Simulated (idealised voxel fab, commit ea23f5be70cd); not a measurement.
Presented below is a process module, voxel plated lines.
The cross-section on display is named cut; it measures 155 nm wide, and its cells are 5 nm squares.
Heads up, the way a cross-section reads in here is a grid of square cells, handed over as bands from the top down, with every band being one or more rows of cells. Within each band entry, the heights of the top and of the bottom of the band appear first, in that order and in nm; the materials of the band then follow from left to right, each with its corresponding width in nm. The designation "edge to edge" on a single material indicates that it fills the band from edge to edge; the designation "empty" indicates empty space. The level at which height equals 0 is the one under which the wafer, as it arrives, is entirely one material. No lower edge exists for the bottom band, which continues downward and is notated as in "z 0 and below". Top row gets the first number, bottom row gets the second, and each row in between changes by the same step: that is how a band width like "30..40" works. No cell of the cross-section changed in a step that is given as "remains unaltered". "Sealed cavities" lists enclosed empty spaces (at least 8 cells, no open path upward to the top), each as width x height at distance from the left edge, in nm. Read whatever lies past the settings on a step's line as the simulator's own remark about the step. overlay nm: where the mask lay relative to plan, measured to the right, on steps with a mask; negatives go left.
[Here's what the planned process steps look like]
1: op RECEIVE | material Si
2: op CONFORMAL_DEP | material Al2O3 | thk nm 15
3: op DIRECTIONAL_DEP | material TiN | thk nm 5
4: op PATTERN | tone open | mask id LINES | material resist | width nm 15 | pitch nm 30 | thk nm 40 | overlay nm 0
5: op EPI | material Ru | thk nm 10
6: op EPI | material Ru | thk nm 5
7: op EPI | material Ru | thk nm 5
8: op STRIP | etch materials resist
9: op DIRECTIONAL_ETCH | etch materials TiN | depth nm 5
10: op CONFORMAL_DEP | material SiO2 | thk nm 10
[First wafer, two in total, run as planned]
[Here's what the wafer looked like in cross-section when it arrived - that's after step 1]
	z 0 and below: Si edge to edge
	Sealed cavities: none
[After step 2: wafer cross-section]
	z 15 to 0: Al2O3 edge to edge
	Under 0: no change, same as before.
[After step 3: wafer cross-section]
	z 20 to 15: TiN edge to edge
	Under 15: no change, same as before.
[After step 4: wafer cross-section]
	z 60 to 20: resist (55)  empty (15)  resist (15)  empty (15)  resist (55)
	Under 20: no change, same as before.
[After step 5: wafer cross-section]
	z 60 to 30: resist (55)  empty (15)  resist (15)  empty (15)  resist (55)
	z 30 to 20: resist (55)  Ru (15)  resist (15)  Ru (15)  resist (55)
	Under 20: no change, same as before.
[After step 6: wafer cross-section]
	z 60 to 35: resist (55)  empty (15)  resist (15)  empty (15)  resist (55)
	z 35 to 20: resist (55)  Ru (15)  resist (15)  Ru (15)  resist (55)
	Under 20: no change, same as before.
[After step 7: wafer cross-section]
	z 60 to 40: resist (55)  empty (15)  resist (15)  empty (15)  resist (55)
	z 40 to 20: resist (55)  Ru (15)  resist (15)  Ru (15)  resist (55)
	Under 20: no change, same as before.
[After step 8: wafer cross-section]
	z 40 to 20: empty (55)  Ru (15)  empty (15)  Ru (15)  empty (55)
	Under 20: no change, same as before.
[After step 9: wafer cross-section]
	z 40 to 20: empty (55)  Ru (15)  empty (15)  Ru (15)  empty (55)
	z 20 to 15: empty (55)  TiN (15)  empty (15)  TiN (15)  empty (55)
	Under 15: no change, same as before.
[After step 10: wafer cross-section]
	z 50 to 40: empty (45)  SiO2 (65)  empty (45)
	z 40 to 25: empty (45)  SiO2 (10)  Ru (15)  SiO2 (15)  Ru (15)  SiO2 (10)  empty (45)
	z 25 to 20: SiO2 (55)  Ru (15)  SiO2 (15)  Ru (15)  SiO2 (55)
	z 20 to 15: SiO2 (55)  TiN (15)  SiO2 (15)  TiN (15)  SiO2 (55)
	Under 15: no change, same as before.
[What follows concerns the second wafer, which started out like the first and was meant to follow the very same plan; one mistake crept in when it was run, but everything up to and including step 6 is the same as for the first wafer]
[when step 7 should have ended]
	z 35 to 20: empty (55)  Ru (15)  empty (15)  Ru (15)  empty (55)
	Under 20: no change, same as before.
[when step 8 should have ended]
	z 40 to 25: empty (50)  Ru (25)  empty (5)  Ru (25)  empty (50)
	z 25 to 20: Ru edge to edge
	Under 20: no change, same as before.
when step 9 should have ended: remains unaltered
[when step 10 should have ended]
	z 50 to 40: empty (40)  SiO2 (75)  empty (40)
	z 40 to 35: empty (40)  SiO2 (10)  Ru (25)  SiO2 (5)  Ru (25)  SiO2 (10)  empty (40)
	z 35 to 25: SiO2 (50)  Ru (25)  SiO2 (5)  Ru (25)  SiO2 (50)
	Under 25: no change, same as before.
So what did we get wrong on this run? order of steps 7 and 8 inverted relative to the plan
The final cell counts differ between the wafers, with the second having more or fewer of some materials than the first: +37 Ru, -20 SiO2, +25 TiN
